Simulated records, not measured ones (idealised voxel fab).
process module | voxel self aligned vias
cross-section cut | 300 nm wide | cells 5 nm
A cross-section is a grid of square cells, given in bands from the top down. A band is one or more rows of cells.
Each band's line starts with the height of the band's top and of its bottom, in nm. Then come its materials from left to right, each with its width in nm. One material with "throughout" fills the band from edge to edge. "air" is empty space.
Height 0 is the level under which the wafer as received is all one material. The lowest band goes on downwards, as in "0 down".
A width such as "30 to 40" changes by the same amount from each row of cells to the next, from the band's top row to its bottom row.
"no change" after a step means that no cell of the cross-section changed.
closed voids: empty space of 8 cells or more with no open way to the top, each as width x height at its distance from the left edge, in nm
after a step's settings: what the simulator itself notes on the step
overlay nm, on a step with a mask: how far to the right of its planned place the mask lay; to the left if negative
plan
1 op RECEIVE | material Si
2 op CONFORMAL_DEP | material SiO2 | thk nm 10
3 op CONFORMAL_DEP | material SiCN | thk nm 5
4 op DIRECTIONAL_DEP | material SiO2 | thk nm 25
5 op DIRECTIONAL_DEP | material aC | thk nm 15
6 op PATTERN | tone open | mask id LINES | material resist | width nm 30 | pitch nm 60 | thk nm 30 | overlay nm 0
7 op DIRECTIONAL_ETCH | etch materials aC | depth nm 15
8 op STRIP | etch materials resist
9 op DIRECTIONAL_ETCH | etch materials SiO2 | depth nm 25
10 op STRIP | etch materials aC
11 op CONFORMAL_DEP | material TiN | thk nm 5
12 op FILL_DEP | material W | thk nm 5
13 op CMP | height nm 40
14 op SELECTIVE_ETCH | etch materials W Ru TiN | depth nm 10
15 op FILL_DEP | material SiN | thk nm 10
16 op CMP | height nm 40
17 op DIRECTIONAL_DEP | material SiO2 | thk nm 20
18 op MASKED_ETCH | tone open | mask id VIAS | width nm 40 | pitch nm 120 | etch materials SiO2 | depth nm 20 | overlay nm 0
19 op MASKED_ETCH | tone open | mask id VIAS | width nm 40 | pitch nm 120 | etch materials SiN | depth nm 10 | overlay nm 0
20 op CONFORMAL_DEP | material TiN | thk nm 5
21 op FILL_DEP | material W | thk nm 5
22 op CMP | height nm 60
23 op CONFORMAL_DEP | material SiN | thk nm 5
first wafer, as planned
as received, after step 1
  0 down: Si throughout
  closed voids: none
after step 2
  10 to 0: SiO2 throughout
  below 0: unchanged
after step 3
  15 to 10: SiCN throughout
  below 10: unchanged
after step 4
  40 to 15: SiO2 throughout
  below 15: unchanged
after step 5
  55 to 40: aC throughout
  below 40: unchanged
after step 6
  85 to 55: resist 75 | air 30 | resist 30 | air 30 | resist 30 | air 30 | resist 75
  below 55: unchanged
after step 7
  70 to 55: resist 75 | air 30 | resist 30 | air 30 | resist 30 | air 30 | resist 75
  55 to 40: aC 75 | air 30 | aC 30 | air 30 | aC 30 | air 30 | aC 75
  below 40: unchanged
after step 8
  55 to 40: aC 75 | air 30 | aC 30 | air 30 | aC 30 | air 30 | aC 75
  below 40: unchanged
after step 9
  55 to 40: aC 75 | air 30 | aC 30 | air 30 | aC 30 | air 30 | aC 75
  40 to 15: SiO2 75 | air 30 | SiO2 30 | air 30 | SiO2 30 | air 30 | SiO2 75
  below 15: unchanged
after step 10
  40 to 15: SiO2 75 | air 30 | SiO2 30 | air 30 | SiO2 30 | air 30 | SiO2 75
  below 15: unchanged
after step 11
  45 to 40: TiN 80 | air 20 | TiN 40 | air 20 | TiN 40 | air 20 | TiN 80
  40 to 20: SiO2 75 | TiN 5 | air 20 | TiN 5 | SiO2 30 | TiN 5 | air 20 | TiN 5 | SiO2 30 | TiN 5 | air 20 | TiN 5 | SiO2 75
  20 to 15: SiO2 75 | TiN 30 | SiO2 30 | TiN 30 | SiO2 30 | TiN 30 | SiO2 75
  below 15: unchanged
after step 12
  50 to 45: W throughout
  45 to 40: TiN 80 | W 20 | TiN 40 | W 20 | TiN 40 | W 20 | TiN 80
  40 to 20: SiO2 75 | TiN 5 | W 20 | TiN 5 | SiO2 30 | TiN 5 | W 20 | TiN 5 | SiO2 30 | TiN 5 | W 20 | TiN 5 | SiO2 75
  below 20: unchanged
after step 13
  40 to 20: SiO2 75 | TiN 5 | W 20 | TiN 5 | SiO2 30 | TiN 5 | W 20 | TiN 5 | SiO2 30 | TiN 5 | W 20 | TiN 5 | SiO2 75
  below 20: unchanged
after step 14
  40 to 30: SiO2 75 | air 30 | SiO2 30 | air 30 | SiO2 30 | air 30 | SiO2 75
  below 30: unchanged
after step 15
  50 to 40: SiN throughout
  40 to 30: SiO2 75 | SiN 30 | SiO2 30 | SiN 30 | SiO2 30 | SiN 30 | SiO2 75
  below 30: unchanged
after step 16
  40 to 30: SiO2 75 | SiN 30 | SiO2 30 | SiN 30 | SiO2 30 | SiN 30 | SiO2 75
  below 30: unchanged
after step 17
  60 to 40: SiO2 throughout
  below 40: unchanged
after step 18
  60 to 40: SiO2 70 | air 40 | SiO2 80 | air 40 | SiO2 70
  below 40: unchanged
after step 19
  60 to 40: SiO2 70 | air 40 | SiO2 80 | air 40 | SiO2 70
  40 to 30: SiO2 75 | air 30 | SiO2 30 | SiN 30 | SiO2 30 | air 30 | SiO2 75
  below 30: unchanged
after step 20
  65 to 60: TiN 75 | air 30 | TiN 90 | air 30 | TiN 75
  60 to 45: SiO2 70 | TiN 5 | air 30 | TiN 5 | SiO2 80 | TiN 5 | air 30 | TiN 5 | SiO2 70
  45 to 40: SiO2 70 | TiN 10 | air 20 | TiN 10 | SiO2 80 | TiN 10 | air 20 | TiN 10 | SiO2 70
  40 to 35: SiO2 75 | TiN 5 | air 20 | TiN 5 | SiO2 30 | SiN 30 | SiO2 30 | TiN 5 | air 20 | TiN 5 | SiO2 75
  35 to 30: SiO2 75 | TiN 30 | SiO2 30 | SiN 30 | SiO2 30 | TiN 30 | SiO2 75
  below 30: unchanged
after step 21
  70 to 65: W throughout
  65 to 60: TiN 75 | W 30 | TiN 90 | W 30 | TiN 75
  60 to 45: SiO2 70 | TiN 5 | W 30 | TiN 5 | SiO2 80 | TiN 5 | W 30 | TiN 5 | SiO2 70
  45 to 40: SiO2 70 | TiN 10 | W 20 | TiN 10 | SiO2 80 | TiN 10 | W 20 | TiN 10 | SiO2 70
  40 to 35: SiO2 75 | TiN 5 | W 20 | TiN 5 | SiO2 30 | SiN 30 | SiO2 30 | TiN 5 | W 20 | TiN 5 | SiO2 75
  below 35: unchanged
after step 22
  60 to 45: SiO2 70 | TiN 5 | W 30 | TiN 5 | SiO2 80 | TiN 5 | W 30 | TiN 5 | SiO2 70
  below 45: unchanged
after step 23
  65 to 60: SiN throughout
  below 60: unchanged
second wafer: like start, like plan, one mistake. Through step 2 it matches the first wafer
when step 3 should have ended
  15 to 0: SiO2 throughout
  below 0: unchanged
when step 4 should have ended
  40 to 0: SiO2 throughout
  below 0: unchanged
when step 5 should have ended
  55 to 40: aC throughout
  below 40: unchanged
when step 6 should have ended
  85 to 55: resist 75 | air 30 | resist 30 | air 30 | resist 30 | air 30 | resist 75
  below 55: unchanged
when step 7 should have ended
  70 to 55: resist 75 | air 30 | resist 30 | air 30 | resist 30 | air 30 | resist 75
  55 to 40: aC 75 | air 30 | aC 30 | air 30 | aC 30 | air 30 | aC 75
  below 40: unchanged
when step 8 should have ended
  55 to 40: aC 75 | air 30 | aC 30 | air 30 | aC 30 | air 30 | aC 75
  below 40: unchanged
when step 9 should have ended
  55 to 40: aC 75 | air 30 | aC 30 | air 30 | aC 30 | air 30 | aC 75
  40 to 15: SiO2 75 | air 30 | SiO2 30 | air 30 | SiO2 30 | air 30 | SiO2 75
  below 15: unchanged
when step 10 should have ended
  40 to 15: SiO2 75 | air 30 | SiO2 30 | air 30 | SiO2 30 | air 30 | SiO2 75
  below 15: unchanged
when step 11 should have ended
  45 to 40: TiN 80 | air 20 | TiN 40 | air 20 | TiN 40 | air 20 | TiN 80
  40 to 20: SiO2 75 | TiN 5 | air 20 | TiN 5 | SiO2 30 | TiN 5 | air 20 | TiN 5 | SiO2 30 | TiN 5 | air 20 | TiN 5 | SiO2 75
  20 to 15: SiO2 75 | TiN 30 | SiO2 30 | TiN 30 | SiO2 30 | TiN 30 | SiO2 75
  below 15: unchanged
when step 12 should have ended
  50 to 45: W throughout
  45 to 40: TiN 80 | W 20 | TiN 40 | W 20 | TiN 40 | W 20 | TiN 80
  40 to 20: SiO2 75 | TiN 5 | W 20 | TiN 5 | SiO2 30 | TiN 5 | W 20 | TiN 5 | SiO2 30 | TiN 5 | W 20 | TiN 5 | SiO2 75
  below 20: unchanged
when step 13 should have ended
  40 to 20: SiO2 75 | TiN 5 | W 20 | TiN 5 | SiO2 30 | TiN 5 | W 20 | TiN 5 | SiO2 30 | TiN 5 | W 20 | TiN 5 | SiO2 75
  below 20: unchanged
when step 14 should have ended
  40 to 30: SiO2 75 | air 30 | SiO2 30 | air 30 | SiO2 30 | air 30 | SiO2 75
  below 30: unchanged
when step 15 should have ended
  50 to 40: SiN throughout
  40 to 30: SiO2 75 | SiN 30 | SiO2 30 | SiN 30 | SiO2 30 | SiN 30 | SiO2 75
  below 30: unchanged
when step 16 should have ended
  40 to 30: SiO2 75 | SiN 30 | SiO2 30 | SiN 30 | SiO2 30 | SiN 30 | SiO2 75
  below 30: unchanged
when step 17 should have ended
  60 to 40: SiO2 throughout
  below 40: unchanged
when step 18 should have ended
  60 to 40: SiO2 70 | air 40 | SiO2 80 | air 40 | SiO2 70
  below 40: unchanged
when step 19 should have ended
  60 to 40: SiO2 70 | air 40 | SiO2 80 | air 40 | SiO2 70
  40 to 30: SiO2 75 | air 30 | SiO2 30 | SiN 30 | SiO2 30 | air 30 | SiO2 75
  below 30: unchanged
when step 20 should have ended
  65 to 60: TiN 75 | air 30 | TiN 90 | air 30 | TiN 75
  60 to 45: SiO2 70 | TiN 5 | air 30 | TiN 5 | SiO2 80 | TiN 5 | air 30 | TiN 5 | SiO2 70
  45 to 40: SiO2 70 | TiN 10 | air 20 | TiN 10 | SiO2 80 | TiN 10 | air 20 | TiN 10 | SiO2 70
  40 to 35: SiO2 75 | TiN 5 | air 20 | TiN 5 | SiO2 30 | SiN 30 | SiO2 30 | TiN 5 | air 20 | TiN 5 | SiO2 75
  35 to 30: SiO2 75 | TiN 30 | SiO2 30 | SiN 30 | SiO2 30 | TiN 30 | SiO2 75
  below 30: unchanged
when step 21 should have ended
  70 to 65: W throughout
  65 to 60: TiN 75 | W 30 | TiN 90 | W 30 | TiN 75
  60 to 45: SiO2 70 | TiN 5 | W 30 | TiN 5 | SiO2 80 | TiN 5 | W 30 | TiN 5 | SiO2 70
  45 to 40: SiO2 70 | TiN 10 | W 20 | TiN 10 | SiO2 80 | TiN 10 | W 20 | TiN 10 | SiO2 70
  40 to 35: SiO2 75 | TiN 5 | W 20 | TiN 5 | SiO2 30 | SiN 30 | SiO2 30 | TiN 5 | W 20 | TiN 5 | SiO2 75
  below 35: unchanged
when step 22 should have ended
  60 to 45: SiO2 70 | TiN 5 | W 30 | TiN 5 | SiO2 80 | TiN 5 | W 30 | TiN 5 | SiO2 70
  below 45: unchanged
when step 23 should have ended
  65 to 60: SiN throughout
  below 60: unchanged
what went wrong: step 3 ran as: op CONFORMAL_DEP | material SiO2 | thk nm 5
at the end the second wafer has, in cells: 60 fewer of SiCN | 60 more of SiO2
